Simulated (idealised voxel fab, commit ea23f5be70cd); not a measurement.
Name of the process module below: voxel capacitor over wiring
200 nm wide, 5 nm square cells: that's cross-section cut.
A cross-section is a grid of square cells, given in bands from the top down. A band is one or more rows of cells.
What a band's entry tells you: where the top is and where the bottom is, as heights in nm, and after that what lies inside, material by material from left to right, each with its width in nm. Empty space is written as the word "empty", and a single material marked with the word "throughout" occupies the band from edge to edge.
Note: height 0 marks the level under which the wafer is uniformly one material as received. Lowest band unbounded below, written "0 nm and below".
So if you see something like "30->40" for the width, read it as the top row of the band sitting at the first number and the bottom row at the second, with every row in between moving by the same amount as the last.
The designation "identical to before", where it is given for a processing step, indicates that no cell of the cross-section was altered in the course of that step.
Closed empty spaces (no open way to the top) of 8 cells or more are what "Sealed internal cavities" lists, each as width x height at distance from the left edge, nm for all three.
Formally, on a step line, whatever follows the settings is a remark that the simulator itself makes on the step.
overlay nm, on a step with a mask: how far to the right of its planned place the mask lay; to the left if negative
# plan
| 1 | RECEIVE with material Si |
| 2 | CONFORMAL_DEP with material SiO2, thk nm 15 |
| 3 | CONFORMAL_DEP with material SiCN, thk nm 5 |
| 4 | DIRECTIONAL_DEP with material lowk, thk nm 20 |
| 5 | PATTERN with tone open, mask id METAL_1, material resist, width nm 30, pitch nm 80, thk nm 20, overlay nm 0 |
| 6 | DIRECTIONAL_ETCH with etch materials lowk, depth nm 20 |
| 7 | DIRECTIONAL_ETCH with etch materials SiCN, depth nm 5 |
| 8 | STRIP with etch materials resist |
| 9 | CONFORMAL_DEP with material TiN, thk nm 5 |
| 10 | FILL_DEP with material Cu, thk nm 5 |
| 11 | CMP with height nm 40 |
| 12 | CONFORMAL_DEP with material SiCN, thk nm 5 |
| 13 | DIRECTIONAL_DEP with material lowk, thk nm 10 |
| 14 | MASKED_ETCH with tone open, mask id PLUG_1, width nm 15, etch materials lowk, depth nm 10, overlay nm 0 |
| 15 | MASKED_ETCH with tone open, mask id PLUG_1, width nm 15, etch materials SiCN, depth nm 5, overlay nm 0 |
| 16 | EPI with material Ru, thk nm 10 |
| 17 | EPI with material Ru, thk nm 5 |
| 18 | DIRECTIONAL_DEP with material TiN, thk nm 10 |
| 19 | DIRECTIONAL_DEP with material Al2O3, thk nm 5 |
| 20 | DIRECTIONAL_DEP with material TiN, thk nm 5 |
| 21 | PATTERN with tone cover, mask id UPPER_PLATE, material resist, width nm 55, thk nm 15, overlay nm 0 |
| 22 | DIRECTIONAL_ETCH with etch materials TiN, depth nm 5 |
| 23 | DIRECTIONAL_ETCH with etch materials Al2O3, depth nm 5 |
| 24 | STRIP with etch materials resist |
| 25 | MASKED_ETCH with tone cover, mask id LOWER_PLATE, width nm 65, etch materials TiN, depth nm 10, overlay nm 0 |
| 26 | FILL_DEP with material SiO2, thk nm 15 |
| 27 | CMP with height nm 85 |
| 28 | PATTERN with tone open, mask id PLUG_2, material resist, width nm 15, thk nm 15, overlay nm 0 |
| 29 | DIRECTIONAL_ETCH with etch materials SiO2, depth nm 10 |
| 30 | STRIP with etch materials resist |
| 31 | CONFORMAL_DEP with material TiN, thk nm 5 |
| 32 | FILL_DEP with material W, thk nm 10 |
| 33 | CMP with height nm 85 |
| 34 | CONFORMAL_DEP with material SiN, thk nm 5 |
# Wafer, first of two, run as planned
# Cross-section of the incoming wafer, state after step 1
  0 nm and below = Si throughout
  Sealed internal cavities: none
# The wafer in cross-section once step 2 is complete
  15 nm to 0 nm = SiO2 throughout
  Note: structure below 0 unchanged.
# The wafer in cross-section once step 3 is complete
  20 nm to 15 nm = SiCN throughout
  Note: structure below 15 unchanged.
# The wafer in cross-section once step 4 is complete
  40 nm to 20 nm = lowk throughout
  Note: structure below 20 unchanged.
# The wafer in cross-section once step 5 is complete
  60 nm to 40 nm = 45 nm resist / 30 nm empty / 50 nm resist / 30 nm empty / 45 nm resist
  Note: structure below 40 unchanged.
# The wafer in cross-section once step 6 is complete
  60 nm to 40 nm = 45 nm resist / 30 nm empty / 50 nm resist / 30 nm empty / 45 nm resist
  40 nm to 20 nm = 45 nm lowk / 30 nm empty / 50 nm lowk / 30 nm empty / 45 nm lowk
  Note: structure below 20 unchanged.
# The wafer in cross-section once step 7 is complete
  60 nm to 40 nm = 45 nm resist / 30 nm empty / 50 nm resist / 30 nm empty / 45 nm resist
  40 nm to 20 nm = 45 nm lowk / 30 nm empty / 50 nm lowk / 30 nm empty / 45 nm lowk
  20 nm to 15 nm = 45 nm SiCN / 30 nm empty / 50 nm SiCN / 30 nm empty / 45 nm SiCN
  Note: structure below 15 unchanged.
# The wafer in cross-section once step 8 is complete
  40 nm to 20 nm = 45 nm lowk / 30 nm empty / 50 nm lowk / 30 nm empty / 45 nm lowk
  Note: structure below 20 unchanged.
# The wafer in cross-section once step 9 is complete
  45 nm to 40 nm = 50 nm TiN / 20 nm empty / 60 nm TiN / 20 nm empty / 50 nm TiN
  40 nm to 20 nm = 45 nm lowk / 5 nm TiN / 20 nm empty / 5 nm TiN / 50 nm lowk / 5 nm TiN / 20 nm empty / 5 nm TiN / 45 nm lowk
  20 nm to 15 nm = 45 nm SiCN / 30 nm TiN / 50 nm SiCN / 30 nm TiN / 45 nm SiCN
  Note: structure below 15 unchanged.
# The wafer in cross-section once step 10 is complete
  50 nm to 45 nm = Cu throughout
  45 nm to 40 nm = 50 nm TiN / 20 nm Cu / 60 nm TiN / 20 nm Cu / 50 nm TiN
  40 nm to 20 nm = 45 nm lowk / 5 nm TiN / 20 nm Cu / 5 nm TiN / 50 nm lowk / 5 nm TiN / 20 nm Cu / 5 nm TiN / 45 nm lowk
  Note: structure below 20 unchanged.
# The wafer in cross-section once step 11 is complete
  40 nm to 20 nm = 45 nm lowk / 5 nm TiN / 20 nm Cu / 5 nm TiN / 50 nm lowk / 5 nm TiN / 20 nm Cu / 5 nm TiN / 45 nm lowk
  Note: structure below 20 unchanged.
# The wafer in cross-section once step 12 is complete
  45 nm to 40 nm = SiCN throughout
  Note: structure below 40 unchanged.
# The wafer in cross-section once step 13 is complete
  55 nm to 45 nm = lowk throughout
  Note: structure below 45 unchanged.
# The wafer in cross-section once step 14 is complete
  55 nm to 45 nm = 60 nm lowk / 15 nm empty / 125 nm lowk
  Note: structure below 45 unchanged.
# The wafer in cross-section once step 15 is complete
  55 nm to 45 nm = 60 nm lowk / 15 nm empty / 125 nm lowk
  45 nm to 40 nm = 60 nm SiCN / 15 nm empty / 125 nm SiCN
  Note: structure below 40 unchanged.
# The wafer in cross-section once step 16 is complete
  55 nm to 50 nm = 60 nm lowk / 15 nm empty / 125 nm lowk
  50 nm to 45 nm = 60 nm lowk / 15 nm Ru / 125 nm lowk
  45 nm to 40 nm = 60 nm SiCN / 15 nm Ru / 125 nm SiCN
  Note: structure below 40 unchanged.
# The wafer in cross-section once step 17 is complete
  55 nm to 45 nm = 60 nm lowk / 15 nm Ru / 125 nm lowk
  Note: structure below 45 unchanged.
# The wafer in cross-section once step 18 is complete
  65 nm to 55 nm = TiN throughout
  Note: structure below 55 unchanged.
# The wafer in cross-section once step 19 is complete
  70 nm to 65 nm = Al2O3 throughout
  Note: structure below 65 unchanged.
# The wafer in cross-section once step 20 is complete
  75 nm to 70 nm = TiN throughout
  Note: structure below 70 unchanged.
# The wafer in cross-section once step 21 is complete
  90 nm to 75 nm = 60 nm empty / 55 nm resist / 85 nm empty
  Note: structure below 75 unchanged.
# The wafer in cross-section once step 22 is complete
  90 nm to 75 nm = 60 nm empty / 55 nm resist / 85 nm empty
  75 nm to 70 nm = 60 nm empty / 55 nm TiN / 85 nm empty
  Note: structure below 70 unchanged.
# The wafer in cross-section once step 23 is complete
  90 nm to 75 nm = 60 nm empty / 55 nm resist / 85 nm empty
  75 nm to 70 nm = 60 nm empty / 55 nm TiN / 85 nm empty
  70 nm to 65 nm = 60 nm empty / 55 nm Al2O3 / 85 nm empty
  Note: structure below 65 unchanged.
# The wafer in cross-section once step 24 is complete
  75 nm to 70 nm = 60 nm empty / 55 nm TiN / 85 nm empty
  Note: structure below 70 unchanged.
# The wafer in cross-section once step 25 is complete
  75 nm to 70 nm = 60 nm empty / 55 nm TiN / 85 nm empty
  70 nm to 65 nm = 60 nm empty / 55 nm Al2O3 / 85 nm empty
  65 nm to 55 nm = 55 nm empty / 65 nm TiN / 80 nm empty
  Note: structure below 55 unchanged.
# The wafer in cross-section once step 26 is complete
  90 nm to 75 nm = SiO2 throughout
  75 nm to 70 nm = 60 nm SiO2 / 55 nm TiN / 85 nm SiO2
  70 nm to 65 nm = 60 nm SiO2 / 55 nm Al2O3 / 85 nm SiO2
  65 nm to 55 nm = 55 nm SiO2 / 65 nm TiN / 80 nm SiO2
  Note: structure below 55 unchanged.
# The wafer in cross-section once step 27 is complete
  85 nm to 75 nm = SiO2 throughout
  Note: structure below 75 unchanged.
# The wafer in cross-section once step 28 is complete
  100 nm to 85 nm = 70 nm resist / 15 nm empty / 115 nm resist
  Note: structure below 85 unchanged.
# The wafer in cross-section once step 29 is complete
  100 nm to 85 nm = 70 nm resist / 15 nm empty / 115 nm resist
  85 nm to 75 nm = 70 nm SiO2 / 15 nm empty / 115 nm SiO2
  Note: structure below 75 unchanged.
# The wafer in cross-section once step 30 is complete
  85 nm to 75 nm = 70 nm SiO2 / 15 nm empty / 115 nm SiO2
  Note: structure below 75 unchanged.
# The wafer in cross-section once step 31 is complete
  90 nm to 85 nm = 75 nm TiN / 5 nm empty / 120 nm TiN
  85 nm to 80 nm = 70 nm SiO2 / 5 nm TiN / 5 nm empty / 5 nm TiN / 115 nm SiO2
  80 nm to 70 nm = 70->60 nm SiO2 / 15->55 nm TiN / 115->85 nm SiO2
  Note: structure below 70 unchanged.
# The wafer in cross-section once step 32 is complete
  100 nm to 90 nm = W throughout
  90 nm to 85 nm = 75 nm TiN / 5 nm W / 120 nm TiN
  85 nm to 80 nm = 70 nm SiO2 / 5 nm TiN / 5 nm W / 5 nm TiN / 115 nm SiO2
  Note: structure below 80 unchanged.
# The wafer in cross-section once step 33 is complete
  85 nm to 80 nm = 70 nm SiO2 / 5 nm TiN / 5 nm W / 5 nm TiN / 115 nm SiO2
  Note: structure below 80 unchanged.
# The wafer in cross-section once step 34 is complete
  90 nm to 85 nm = SiN throughout
  Note: structure below 85 unchanged.
# It is to be noted that the second wafer proceeded from the same initial state and according to the same plan as the first, although one mistake was committed in its execution; through step 27, inclusive, the two wafers share an identical history
# What the second wafer looks like in cross-section when step 28 should have wrapped up
  100 nm to 85 nm = 80 nm resist / 15 nm empty / 105 nm resist
  Note: structure below 85 unchanged.
# What the second wafer looks like in cross-section when step 29 should have wrapped up
  100 nm to 85 nm = 80 nm resist / 15 nm empty / 105 nm resist
  85 nm to 75 nm = 80 nm SiO2 / 15 nm empty / 105 nm SiO2
  Note: structure below 75 unchanged.
# What the second wafer looks like in cross-section when step 30 should have wrapped up
  85 nm to 75 nm = 80 nm SiO2 / 15 nm empty / 105 nm SiO2
  Note: structure below 75 unchanged.
# What the second wafer looks like in cross-section when step 31 should have wrapped up
  90 nm to 85 nm = 85 nm TiN / 5 nm empty / 110 nm TiN
  85 nm to 80 nm = 80 nm SiO2 / 5 nm TiN / 5 nm empty / 5 nm TiN / 105 nm SiO2
  80 nm to 70 nm = 80->60 nm SiO2 / 15->55 nm TiN / 105->85 nm SiO2
  Note: structure below 70 unchanged.
# What the second wafer looks like in cross-section when step 32 should have wrapped up
  100 nm to 90 nm = W throughout
  90 nm to 85 nm = 85 nm TiN / 5 nm W / 110 nm TiN
  85 nm to 80 nm = 80 nm SiO2 / 5 nm TiN / 5 nm W / 5 nm TiN / 105 nm SiO2
  Note: structure below 80 unchanged.
# What the second wafer looks like in cross-section when step 33 should have wrapped up
  85 nm to 80 nm = 80 nm SiO2 / 5 nm TiN / 5 nm W / 5 nm TiN / 105 nm SiO2
  Note: structure below 80 unchanged.
# What the second wafer looks like in cross-section when step 34 should have wrapped up
  90 nm to 85 nm = SiN throughout
  Note: structure below 85 unchanged.
Against the plan, the run slipped here: off-plan run, step 28, actual operation and settings PATTERN with tone open, mask id PLUG_2, material resist, width nm 15, thk nm 15, overlay nm 10
At the end, the second wafer has the same number of cells of each material as the first, but those cells sit in other places.
